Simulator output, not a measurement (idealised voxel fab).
process module | voxel self aligned contacts
cross-section cut | 215 nm wide | cells 5 nm
A cross-section is a grid of square cells, given in bands from the top down. A band is one or more rows of cells.
Each band's line starts with the height of the band's top and of its bottom, in nm. Then come its materials from left to right, each with its width in nm. One material with "throughout" fills the band from edge to edge. "air" is empty space.
Height 0 is the level under which the wafer as received is all one material. The lowest band goes on downwards, as in "0 down".
A width such as "30 to 40" changes by the same amount from each row of cells to the next, from the band's top row to its bottom row.
"no change" after a step means that no cell of the cross-section changed.
closed voids: empty space of 8 cells or more with no open way to the top, each as width x height at its distance from the left edge, in nm
after a step's settings: what the simulator itself notes on the step
overlay nm, on a step with a mask: how far to the right of its planned place the mask lay; to the left if negative
plan
1 op RECEIVE | material Si
2 op CONFORMAL_DEP | material SiO2 | thk nm 5
3 op DIRECTIONAL_DEP | material polySi | thk nm 30
4 op DIRECTIONAL_DEP | material SiN | thk nm 25
5 op PATTERN | tone cover | mask id GATE | material resist | width nm 30 | pitch nm 70 | thk nm 15 | overlay nm 0
6 op DIRECTIONAL_ETCH | etch materials SiN | depth nm 25
7 op DIRECTIONAL_ETCH | etch materials polySi | depth nm 30
8 op STRIP | etch materials resist
9 op CONFORMAL_DEP | material SiN | thk nm 10
10 op DIRECTIONAL_ETCH | etch materials SiN | depth nm 10
11 op FILL_DEP | material SiO2 | thk nm 10
12 op CMP | height nm 65
13 op DIRECTIONAL_DEP | material aC | thk nm 15
14 op PATTERN | tone open | mask id CONTACT | material resist | width nm 50 | pitch nm 70 | thk nm 35 | overlay nm 0
15 op DIRECTIONAL_ETCH | etch materials aC | depth nm 15
16 op STRIP | etch materials resist
17 op DIRECTIONAL_ETCH | etch materials SiO2 | depth nm 65
18 op STRIP | etch materials aC
19 op CONFORMAL_DEP | material TiN | thk nm 5
20 op FILL_DEP | material W | thk nm 10
21 op CMP | height nm 65
22 op CONFORMAL_DEP | material SiN | thk nm 5
first wafer, as planned
as received, after step 1
  0 down: Si throughout
  closed voids: none
after step 2
  5 to 0: SiO2 throughout
  below 0: unchanged
after step 3
  35 to 5: polySi throughout
  below 5: unchanged
after step 4
  60 to 35: SiN throughout
  below 35: unchanged
after step 5
  75 to 60: air 20 | resist 30 | air 40 | resist 30 | air 40 | resist 30 | air 25
  below 60: unchanged
after step 6
  75 to 60: air 20 | resist 30 | air 40 | resist 30 | air 40 | resist 30 | air 25
  60 to 35: air 20 | SiN 30 | air 40 | SiN 30 | air 40 | SiN 30 | air 25
  below 35: unchanged
after step 7
  75 to 60: air 20 | resist 30 | air 40 | resist 30 | air 40 | resist 30 | air 25
  60 to 35: air 20 | SiN 30 | air 40 | SiN 30 | air 40 | SiN 30 | air 25
  35 to 5: air 20 | polySi 30 | air 40 | polySi 30 | air 40 | polySi 30 | air 25
  below 5: unchanged
after step 8
  60 to 35: air 20 | SiN 30 | air 40 | SiN 30 | air 40 | SiN 30 | air 25
  below 35: unchanged
after step 9
  70 to 35: air 10 | SiN 50 | air 20 | SiN 50 | air 20 | SiN 50 | air 15
  35 to 15: air 10 | SiN 10 | polySi 30 | SiN 10 | air 20 | SiN 10 | polySi 30 | SiN 10 | air 20 | SiN 10 | polySi 30 | SiN 10 | air 15
  15 to 5: SiN 20 | polySi 30 | SiN 40 | polySi 30 | SiN 40 | polySi 30 | SiN 25
  below 5: unchanged
after step 10
  60 to 35: air 10 | SiN 50 | air 20 | SiN 50 | air 20 | SiN 50 | air 15
  35 to 5: air 10 | SiN 10 | polySi 30 | SiN 10 | air 20 | SiN 10 | polySi 30 | SiN 10 | air 20 | SiN 10 | polySi 30 | SiN 10 | air 15
  below 5: unchanged
after step 11
  70 to 60: SiO2 throughout
  60 to 35: SiO2 10 | SiN 50 | SiO2 20 | SiN 50 | SiO2 20 | SiN 50 | SiO2 15
  35 to 5: SiO2 10 | SiN 10 | polySi 30 | SiN 10 | SiO2 20 | SiN 10 | polySi 30 | SiN 10 | SiO2 20 | SiN 10 | polySi 30 | SiN 10 | SiO2 15
  below 5: unchanged
after step 12
  65 to 60: SiO2 throughout
  below 60: unchanged
after step 13
  80 to 65: aC throughout
  below 65: unchanged
after step 14
  115 to 80: resist 45 | air 50 | resist 20 | air 50 | resist 50
  below 80: unchanged
after step 15
  100 to 80: resist 45 | air 50 | resist 20 | air 50 | resist 50
  80 to 65: aC 45 | air 50 | aC 20 | air 50 | aC 50
  below 65: unchanged
after step 16
  80 to 65: aC 45 | air 50 | aC 20 | air 50 | aC 50
  below 65: unchanged
after step 17
  80 to 65: aC 45 | air 50 | aC 20 | air 50 | aC 50
  65 to 60: SiO2 45 | air 50 | SiO2 20 | air 50 | SiO2 50
  60 to 35: SiO2 10 | SiN 50 | air 20 | SiN 50 | air 20 | SiN 50 | SiO2 15
  35 to 5: SiO2 10 | SiN 10 | polySi 30 | SiN 10 | air 20 | SiN 10 | polySi 30 | SiN 10 | air 20 | SiN 10 | polySi 30 | SiN 10 | SiO2 15
  5 to 0: SiO2 60 | air 20 | SiO2 50 | air 20 | SiO2 65
  below 0: unchanged
after step 18
  65 to 60: SiO2 45 | air 50 | SiO2 20 | air 50 | SiO2 50
  below 60: unchanged
after step 19
  70 to 65: TiN 50 | air 40 | TiN 30 | air 40 | TiN 55
  65 to 60: SiO2 45 | TiN 20 | air 10 | TiN 20 | SiO2 20 | TiN 20 | air 10 | TiN 20 | SiO2 50
  60 to 35: SiO2 10 | SiN 50 | TiN 5 | air 10 | TiN 5 | SiN 50 | TiN 5 | air 10 | TiN 5 | SiN 50 | SiO2 15
  35 to 5: SiO2 10 | SiN 10 | polySi 30 | SiN 10 | TiN 5 | air 10 | TiN 5 | SiN 10 | polySi 30 | SiN 10 | TiN 5 | air 10 | TiN 5 | SiN 10 | polySi 30 | SiN 10 | SiO2 15
  5 to 0: SiO2 60 | TiN 20 | SiO2 50 | TiN 20 | SiO2 65
  below 0: unchanged
after step 20
  80 to 70: W throughout
  70 to 65: TiN 50 | W 40 | TiN 30 | W 40 | TiN 55
  65 to 60: SiO2 45 | TiN 20 | W 10 | TiN 20 | SiO2 20 | TiN 20 | W 10 | TiN 20 | SiO2 50
  60 to 35: SiO2 10 | SiN 50 | TiN 5 | W 10 | TiN 5 | SiN 50 | TiN 5 | W 10 | TiN 5 | SiN 50 | SiO2 15
  35 to 5: SiO2 10 | SiN 10 | polySi 30 | SiN 10 | TiN 5 | W 10 | TiN 5 | SiN 10 | polySi 30 | SiN 10 | TiN 5 | W 10 | TiN 5 | SiN 10 | polySi 30 | SiN 10 | SiO2 15
  below 5: unchanged
after step 21
  65 to 60: SiO2 45 | TiN 20 | W 10 | TiN 20 | SiO2 20 | TiN 20 | W 10 | TiN 20 | SiO2 50
  below 60: unchanged
after step 22
  70 to 65: SiN throughout
  below 65: unchanged
second wafer: like start, like plan, one mistake. Through step 2 it matches the first wafer
when step 3 should have ended
  35 to 5: W throughout
  below 5: unchanged
when step 4 should have ended
  60 to 35: SiN throughout
  below 35: unchanged
when step 5 should have ended
  75 to 60: air 20 | resist 30 | air 40 | resist 30 | air 40 | resist 30 | air 25
  below 60: unchanged
when step 6 should have ended
  75 to 60: air 20 | resist 30 | air 40 | resist 30 | air 40 | resist 30 | air 25
  60 to 35: air 20 | SiN 30 | air 40 | SiN 30 | air 40 | SiN 30 | air 25
  below 35: unchanged
when step 7 should have ended: no change
when step 8 should have ended
  60 to 35: air 20 | SiN 30 | air 40 | SiN 30 | air 40 | SiN 30 | air 25
  below 35: unchanged
when step 9 should have ended
  70 to 45: air 10 | SiN 50 | air 20 | SiN 50 | air 20 | SiN 50 | air 15
  45 to 35: SiN throughout
  below 35: unchanged
when step 10 should have ended
  60 to 35: air 10 | SiN 50 | air 20 | SiN 50 | air 20 | SiN 50 | air 15
  below 35: unchanged
when step 11 should have ended
  70 to 60: SiO2 throughout
  60 to 35: SiO2 10 | SiN 50 | SiO2 20 | SiN 50 | SiO2 20 | SiN 50 | SiO2 15
  below 35: unchanged
when step 12 should have ended
  65 to 60: SiO2 throughout
  below 60: unchanged
when step 13 should have ended
  80 to 65: aC throughout
  below 65: unchanged
when step 14 should have ended
  115 to 80: resist 45 | air 50 | resist 20 | air 50 | resist 50
  below 80: unchanged
when step 15 should have ended
  100 to 80: resist 45 | air 50 | resist 20 | air 50 | resist 50
  80 to 65: aC 45 | air 50 | aC 20 | air 50 | aC 50
  below 65: unchanged
when step 16 should have ended
  80 to 65: aC 45 | air 50 | aC 20 | air 50 | aC 50
  below 65: unchanged
when step 17 should have ended
  80 to 65: aC 45 | air 50 | aC 20 | air 50 | aC 50
  65 to 60: SiO2 45 | air 50 | SiO2 20 | air 50 | SiO2 50
  60 to 35: SiO2 10 | SiN 50 | air 20 | SiN 50 | air 20 | SiN 50 | SiO2 15
  below 35: unchanged
when step 18 should have ended
  65 to 60: SiO2 45 | air 50 | SiO2 20 | air 50 | SiO2 50
  below 60: unchanged
when step 19 should have ended
  70 to 65: TiN 50 | air 40 | TiN 30 | air 40 | TiN 55
  65 to 60: SiO2 45 | TiN 20 | air 10 | TiN 20 | SiO2 20 | TiN 20 | air 10 | TiN 20 | SiO2 50
  60 to 40: SiO2 10 | SiN 50 | TiN 5 | air 10 | TiN 5 | SiN 50 | TiN 5 | air 10 | TiN 5 | SiN 50 | SiO2 15
  40 to 35: SiO2 10 | SiN 50 | TiN 20 | SiN 50 | TiN 20 | SiN 50 | SiO2 15
  below 35: unchanged
when step 20 should have ended
  80 to 70: W throughout
  70 to 65: TiN 50 | W 40 | TiN 30 | W 40 | TiN 55
  65 to 60: SiO2 45 | TiN 20 | W 10 | TiN 20 | SiO2 20 | TiN 20 | W 10 | TiN 20 | SiO2 50
  60 to 40: SiO2 10 | SiN 50 | TiN 5 | W 10 | TiN 5 | SiN 50 | TiN 5 | W 10 | TiN 5 | SiN 50 | SiO2 15
  below 40: unchanged
when step 21 should have ended
  65 to 60: SiO2 45 | TiN 20 | W 10 | TiN 20 | SiO2 20 | TiN 20 | W 10 | TiN 20 | SiO2 50
  below 60: unchanged
when step 22 should have ended
  70 to 65: SiN throughout
  below 65: unchanged
what went wrong: step 3 ran as: op DIRECTIONAL_DEP | material W | thk nm 30
at the end the second wafer has, in cells: 72 fewer of SiN | 22 fewer of SiO2 | 28 fewer of TiN | 230 more of W | 108 fewer of polySi
